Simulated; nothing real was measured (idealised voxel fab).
The process module that follows is named voxel transistor to metal.
Cross-section cut spans 200 nm and uses square cells 5 nm in size.
Each cross-section below is a grid of square cells, stated as bands in top-down order, with one or more rows of cells making up each band. The band entry comprises the height of the band's top followed by the height of its bottom, expressed in nm, and subsequently the band's materials from left to right, each stated together with its width in nm. Where a single material is marked with the word "all across", that material fills the band from edge to edge. The word "blank" represents empty space. Height datum 0, below which the as-received substrate wafer is one material. Lowest band open at the bottom, running downward: "0 -> down". So if you see something like "30 to 40" for the width, read it as the top row of the band sitting at the first number and the bottom row at the second, with every row in between moving by the same amount as the last. "remained the same" -> step changed no cross-section cell. Listed in "Closed internal cavities": every empty space of 8 or more cells without an open way to the top. Form: width x height at distance, the distance being from the left edge, all in nm. Whatever follows a step's settings on its line is a remark the simulator itself makes about that step. What "overlay nm" on a step's line means: if the step has a mask, that mask lay this far to the right of its planned place, or, when the value is negative, to the left.
Set out below are the planned steps of the process
1. RECEIVE | material Si
2. CONFORMAL_DEP | material SiO2 | thk nm 5
3. CONFORMAL_DEP | material SiN | thk nm 15
4. PATTERN | tone cover | mask id ACTIVE | material resist | width nm 105 | thk nm 15 | overlay nm 0
5. DIRECTIONAL_ETCH | etch materials SiN | depth nm 15
6. DIRECTIONAL_ETCH | etch materials SiO2 | depth nm 5
7. DIRECTIONAL_ETCH | etch materials Si | depth nm 35
8. STRIP | etch materials resist
9. OXIDIZE | depth nm 5
10. FILL_DEP | material SiO2 | thk nm 5
11. CMP | height nm 20
12. SELECTIVE_ETCH | etch materials SiO2 | depth nm 15
13. STRIP | etch materials SiN
14. SELECTIVE_ETCH | etch materials SiO2 | depth nm 5
15. OXIDIZE | depth nm 5
16. DIRECTIONAL_DEP | material polySi | thk nm 30
17. DIRECTIONAL_DEP | material SiCN | thk nm 15
18. DIRECTIONAL_DEP | material aC | thk nm 15
19. PATTERN | tone cover | mask id GATE | material resist | width nm 15 | thk nm 30 | overlay nm 0
20. DIRECTIONAL_ETCH | etch materials aC | depth nm 15
21. STRIP | etch materials resist
22. DIRECTIONAL_ETCH | etch materials SiCN | depth nm 25
23. DIRECTIONAL_ETCH | etch materials polySi | depth nm 40
24. STRIP | etch materials aC
25. CONFORMAL_DEP | material SiN | thk nm 10
26. DIRECTIONAL_ETCH | etch materials SiN | depth nm 10
27. DIRECTIONAL_ETCH | etch materials SiO2 | depth nm 5
28. DIRECTIONAL_ETCH | etch materials Si | depth nm 10
29. EPI | material pSi | thk nm 15
30. FILL_DEP | material SiO2 | thk nm 5
31. CMP | height nm 45
32. DIRECTIONAL_DEP | material SiO2 | thk nm 10
33. MASKED_ETCH | tone open | mask id CONTACT | width nm 20 | pitch nm 75 | etch materials SiO2 | depth nm 55 | overlay nm 0
34. CONFORMAL_DEP | material TiN | thk nm 5
35. FILL_DEP | material Ru | thk nm 10
36. CMP | height nm 55
37. CONFORMAL_DEP | material SiCN | thk nm 5
38. DIRECTIONAL_DEP | material SiO2 | thk nm 20
39. MASKED_ETCH | tone open | mask id METAL_1 | width nm 20 | pitch nm 75 | etch materials SiO2 | depth nm 20 | overlay nm 0
40. MASKED_ETCH | tone open | mask id METAL_1 | width nm 20 | pitch nm 75 | etch materials SiCN | depth nm 5 | overlay nm 0
41. CONFORMAL_DEP | material TiN | thk nm 5
42. FILL_DEP | material Cu | thk nm 5
43. CMP | height nm 80
44. CONFORMAL_DEP | material SiCN | thk nm 5
45. DIRECTIONAL_DEP | material lowk | thk nm 35
46. PATTERN | tone open | mask id METAL_2 | material resist | width nm 20 | pitch nm 75 | thk nm 15 | overlay nm 0
47. DIRECTIONAL_ETCH | etch materials lowk | depth nm 20
48. STRIP | etch materials resist
49. MASKED_ETCH | tone open | mask id METAL_2_HOLES | width nm 15 | pitch nm 75 | etch materials lowk | depth nm 15 | overlay nm 0
50. MASKED_ETCH | tone open | mask id METAL_2_HOLES | width nm 15 | pitch nm 75 | etch materials SiCN | depth nm 5 | overlay nm 0
51. CONFORMAL_DEP | material TiN | thk nm 5
52. FILL_DEP | material Ru | thk nm 5
53. CMP | height nm 120
54. CONFORMAL_DEP | material SiN | thk nm 5
The cross-section here shows the wafer as received, i.e. in its state after step 1
> 0 -> down | Si all across
> Closed internal cavities: none
First wafer of two, sectioned at end of module; run went per plan
> 125 -> 120 | SiN all across
> 120 -> 105 | lowk (50) | TiN (5) | Ru (10) | TiN (5) | lowk (55) | TiN (5) | Ru (10) | TiN (5) | lowk (55)
> 105 -> 100 | lowk (50) | TiN (5) | Ru (5) | TiN (10) | lowk (55) | TiN (5) | Ru (5) | TiN (10) | lowk (55)
> 100 -> 85 | lowk (50) | TiN (5) | Ru (5) | TiN (5) | lowk (60) | TiN (5) | Ru (5) | TiN (5) | lowk (60)
> 85 -> 80 | SiCN (50) | TiN (15) | SiCN (60) | TiN (15) | SiCN (60)
> 80 -> 60 | SiO2 (50) | TiN (5) | Cu (10) | TiN (5) | SiO2 (55) | TiN (5) | Cu (10) | TiN (5) | SiO2 (55)
> 60 -> 55 | SiCN (50) | TiN (20) | SiCN (55) | TiN (20) | SiCN (55)
> 55 -> 45 | SiO2 (50) | TiN (5) | Ru (10) | TiN (5) | SiO2 (55) | TiN (5) | Ru (10) | TiN (5) | SiO2 (55)
> 45 -> 30 | SiO2 (50) | TiN (5) | Ru (10) | TiN (5) | SiO2 (10) | SiN (10) | SiCN (15) | SiN (10) | SiO2 (10) | TiN (5) | Ru (10) | TiN (5) | SiO2 (55)
> 30 -> 15 | SiO2 (50) | TiN (5) | Ru (10) | TiN (5) | SiO2 (10) | SiN (10) | polySi (15) | SiN (10) | SiO2 (10) | TiN (5) | Ru (10) | TiN (5) | SiO2 (55)
> 15 -> 10 | SiO2 (50) | TiN (5) | Ru (5) | TiN (10) | SiO2 (10) | SiN (10) | polySi (15) | SiN (10) | SiO2 (10) | TiN (10) | Ru (5) | TiN (5) | SiO2 (55)
> 10 -> 5 | SiO2 (50) | TiN (5) | Ru (5) | TiN (5) | pSi (15) | SiN (10) | polySi (15) | SiN (10) | pSi (15) | TiN (5) | Ru (5) | TiN (5) | SiO2 (55)
> 5 -> 0 | SiO2 (50) | TiN (15) | pSi (15) | SiN (10) | polySi (15) | SiN (10) | pSi (15) | TiN (15) | SiO2 (55)
> 0 -> -5 | SiO2 (45) | pSi (35) | SiO2 (35) | pSi (35) | SiO2 (50)
> -5 -> -15 | SiO2 (50) | pSi (30) | Si (35) | pSi (30) | SiO2 (55)
> -15 -> -40 | SiO2 (50) | Si (95) | SiO2 (55)
> -40 -> down | Si all across
> Closed internal cavities: none
The second wafer, shown in cross-section after the module: started the same way as the first and given the same plan, yet one mistake crept into how it was run
> 125 -> 120 | SiN all across
> 120 -> 105 | lowk (45) | TiN (5) | Ru (10) | TiN (5) | lowk (55) | TiN (5) | Ru (10) | TiN (5) | lowk (60)
> 105 -> 100 | lowk (45) | TiN (10) | Ru (5) | TiN (5) | lowk (55) | TiN (10) | Ru (5) | TiN (5) | lowk (60)
> 100 -> 85 | lowk (50) | TiN (5) | Ru (5) | TiN (5) | lowk (60) | TiN (5) | Ru (5) | TiN (5) | lowk (60)
> 85 -> 80 | SiCN (50) | TiN (15) | SiCN (60) | TiN (15) | SiCN (60)
> 80 -> 60 | SiO2 (50) | TiN (5) | Cu (10) | TiN (5) | SiO2 (55) | TiN (5) | Cu (10) | TiN (5) | SiO2 (55)
> 60 -> 55 | SiCN (50) | TiN (20) | SiCN (55) | TiN (20) | SiCN (55)
> 55 -> 45 | SiO2 (50) | TiN (5) | Ru (10) | TiN (5) | SiO2 (55) | TiN (5) | Ru (10) | TiN (5) | SiO2 (55)
> 45 -> 30 | SiO2 (50) | TiN (5) | Ru (10) | TiN (5) | SiO2 (10) | SiN (10) | SiCN (15) | SiN (10) | SiO2 (10) | TiN (5) | Ru (10) | TiN (5) | SiO2 (55)
> 30 -> 15 | SiO2 (50) | TiN (5) | Ru (10) | TiN (5) | SiO2 (10) | SiN (10) | polySi (15) | SiN (10) | SiO2 (10) | TiN (5) | Ru (10) | TiN (5) | SiO2 (55)
> 15 -> 10 | SiO2 (50) | TiN (5) | Ru (5) | TiN (10) | SiO2 (10) | SiN (10) | polySi (15) | SiN (10) | SiO2 (10) | TiN (10) | Ru (5) | TiN (5) | SiO2 (55)
> 10 -> 5 | SiO2 (50) | TiN (5) | Ru (5) | TiN (5) | pSi (15) | SiN (10) | polySi (15) | SiN (10) | pSi (15) | TiN (5) | Ru (5) | TiN (5) | SiO2 (55)
> 5 -> 0 | SiO2 (50) | TiN (15) | pSi (15) | SiN (10) | polySi (15) | SiN (10) | pSi (15) | TiN (15) | SiO2 (55)
> 0 -> -5 | SiO2 (45) | pSi (35) | SiO2 (35) | pSi (35) | SiO2 (50)
> -5 -> -15 | SiO2 (50) | pSi (30) | Si (35) | pSi (30) | SiO2 (55)
> -15 -> -40 | SiO2 (50) | Si (95) | SiO2 (55)
> -40 -> down | Si all across
> Closed internal cavities: none
Which mistake was made when the wafer was run? contrary to plan, step 46 was performed as PATTERN | tone open | mask id METAL_2 | material resist | width nm 20 | pitch nm 75 | thk nm 15 | overlay nm -5
The concluding comparison shows that, measured in cells, each material is equally abundant on both wafers, albeit at different positions.
